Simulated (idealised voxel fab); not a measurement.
A process module follows: voxel transistor to metal.
The cross-section on display is named cut; it measures 175 nm wide, and its cells are 5 nm squares.
This document writes a cross-section as a grid whose cells are square, and gives it as bands, listed from the top down; one or more rows of cells form a band.
This entry defines a band. It first specifies the height of the band's top and the height of its bottom in nm, and then specifies the band's materials from left to right, stating each material with its width in nm. The word "throughout" identifies a single material that fills the band from edge to edge, while the word "air" identifies empty space.
Height 0 is the level under which the wafer as received is all one material. The lowest band goes on downwards, as in "z 0 and below".
Width: "30..40" (first number = top row, second number = bottom row, same change from row to row of cells).
Given "stayed the same" for a step, no cell of the cross-section differs between before and after that step.
"Fully sealed cavities" - sealed voids, min. 8 cells, no opening to top; format: width x height at distance (distance from left edge; nm throughout).
Whatever follows a step's settings on its line is a remark the simulator itself makes about that step.
A step line may carry the setting "overlay nm", which, for steps involving a mask, states the distance by which the mask lay to the right of its intended position; negative values denote displacement to the left.

[Process steps (planned)]
1,RECEIVE [material Si]
2,OXIDIZE [depth nm 5]
3,CONFORMAL_DEP [material SiN] [thk nm 15]
4,MASKED_ETCH [tone cover] [mask id ACTIVE] [width nm 105] [etch materials SiN] [depth nm 15] [overlay nm 0]
5,MASKED_ETCH [tone cover] [mask id ACTIVE] [width nm 105] [etch materials SiO2] [depth nm 5] [overlay nm 0]
6,MASKED_ETCH [tone cover] [mask id ACTIVE] [width nm 105] [etch materials Si] [depth nm 25] [overlay nm 0]
7,OXIDIZE [depth nm 5]
8,FILL_DEP [material SiO2] [thk nm 5]
9,CMP [height nm 15]
10,SELECTIVE_ETCH [etch materials SiO2] [depth nm 15]
11,STRIP [etch materials SiN]
12,SELECTIVE_ETCH [etch materials SiO2] [depth nm 5]
13,OXIDIZE [depth nm 5]
14,DIRECTIONAL_DEP [material polySi] [thk nm 20]
15,DIRECTIONAL_DEP [material SiCN] [thk nm 10]
16,DIRECTIONAL_DEP [material aC] [thk nm 15]
17,PATTERN [tone cover] [mask id GATE] [material resist] [width nm 35] [thk nm 35] [overlay nm 0]
18,DIRECTIONAL_ETCH [etch materials aC] [depth nm 15]
19,STRIP [etch materials resist]
20,DIRECTIONAL_ETCH [etch materials SiCN] [depth nm 20]
21,DIRECTIONAL_ETCH [etch materials polySi] [depth nm 30]
22,STRIP [etch materials aC]
23,CONFORMAL_DEP [material SiN] [thk nm 5]
24,DIRECTIONAL_ETCH [etch materials SiN] [depth nm 5]
25,DIRECTIONAL_ETCH [etch materials SiO2] [depth nm 5]
26,DIRECTIONAL_ETCH [etch materials Si] [depth nm 10]
27,EPI [material SiGe] [thk nm 15]
28,FILL_DEP [material SiO2] [thk nm 5]
29,CMP [height nm 15]
30,STRIP [etch materials polySi]
31,SELECTIVE_ETCH [etch materials SiO2] [depth nm 5]
32,CONFORMAL_DEP [material HfO2] [thk nm 5]
33,CONFORMAL_DEP [material TiN] [thk nm 5]
34,FILL_DEP [material W] [thk nm 5]
35,CMP [height nm 10]
36,DIRECTIONAL_DEP [material SiO2] [thk nm 15]
37,MASKED_ETCH [tone open] [mask id CONTACT] [width nm 15] [pitch nm 80] [etch materials SiO2] [depth nm 30] [overlay nm 0]
38,CONFORMAL_DEP [material TiN] [thk nm 5]
39,FILL_DEP [material W] [thk nm 5]
40,CMP [height nm 25]
41,DIRECTIONAL_DEP [material TiN] [thk nm 5]
42,DIRECTIONAL_DEP [material W] [thk nm 15]
43,MASKED_ETCH [tone cover] [mask id METAL_1] [width nm 15] [pitch nm 80] [etch materials W] [depth nm 15] [overlay nm 0]
44,MASKED_ETCH [tone cover] [mask id METAL_1] [width nm 15] [pitch nm 80] [etch materials TiN] [depth nm 5] [overlay nm 0]
45,CONFORMAL_DEP [material SiCN] [thk nm 5]
46,FILL_DEP [material lowk] [thk nm 5]
47,CMP [height nm 45]
48,CONFORMAL_DEP [material SiCN] [thk nm 5]
49,DIRECTIONAL_DEP [material SiO2] [thk nm 30]
50,PATTERN [tone open] [mask id METAL_2] [material resist] [width nm 15] [pitch nm 80] [thk nm 15] [overlay nm -15]
51,DIRECTIONAL_ETCH [etch materials SiO2] [depth nm 15]
52,STRIP [etch materials resist]
53,DIRECTIONAL_DEP [material aC] [thk nm 10]
54,PATTERN [tone open] [mask id METAL_2_HOLES] [material resist] [width nm 15] [pitch nm 80] [thk nm 30] [overlay nm 0]
55,DIRECTIONAL_ETCH [etch materials aC] [depth nm 10]
56,STRIP [etch materials resist]
57,DIRECTIONAL_ETCH [etch materials SiO2] [depth nm 15]
58,DIRECTIONAL_ETCH [etch materials SiCN] [depth nm 5]
59,STRIP [etch materials aC]
60,CONFORMAL_DEP [material TiN] [thk nm 5]
61,FILL_DEP [material Cu] [thk nm 10]
62,CMP [height nm 80]
63,CONFORMAL_DEP [material SiCN] [thk nm 5]
Be aware that, although all wafers share a common starting state, the overlay nm at step 50 differs among them, and the plan displays the first wafer's value.

[Cross-section, first of several wafers, as delivered after step 1]
z 0 and below | Si throughout
Fully sealed cavities: none

[The following table contains a row per wafer, in which are reported, at the conclusion of the module, the cells of each material gained (+) or lost (-) since the wafer's receipt, with its closed voids given thereafter]
overlay nm -15 | +16 Cu | +15 HfO2 | -170 Si | +111 SiCN | +44 SiGe | +6 SiN | +407 SiO2 | +61 TiN | +30 W | +75 lowk | Fully sealed cavities: none
overlay nm -10 | +12 Cu | +15 HfO2 | -170 Si | +109 SiCN | +44 SiGe | +6 SiN | +407 SiO2 | +67 TiN | +30 W | +75 lowk | Fully sealed cavities: none
overlay nm -5 | +8 Cu | +15 HfO2 | -170 Si | +107 SiCN | +44 SiGe | +6 SiN | +407 SiO2 | +73 TiN | +30 W | +75 lowk | Fully sealed cavities: none
overlay nm 0 | +12 Cu | +15 HfO2 | -170 Si | +105 SiCN | +44 SiGe | +6 SiN | +407 SiO2 | +71 TiN | +30 W | +75 lowk | Fully sealed cavities: none
overlay nm 5 | +8 Cu | +15 HfO2 | -170 Si | +107 SiCN | +44 SiGe | +6 SiN | +407 SiO2 | +73 TiN | +30 W | +75 lowk | Fully sealed cavities: none
overlay nm 10 | +12 Cu | +15 HfO2 | -170 Si | +109 SiCN | +44 SiGe | +6 SiN | +407 SiO2 | +67 TiN | +30 W | +75 lowk | Fully sealed cavities: none
overlay nm 15 | +16 Cu | +15 HfO2 | -170 Si | +111 SiCN | +44 SiGe | +6 SiN | +407 SiO2 | +61 TiN | +30 W | +75 lowk | Fully sealed cavities: none
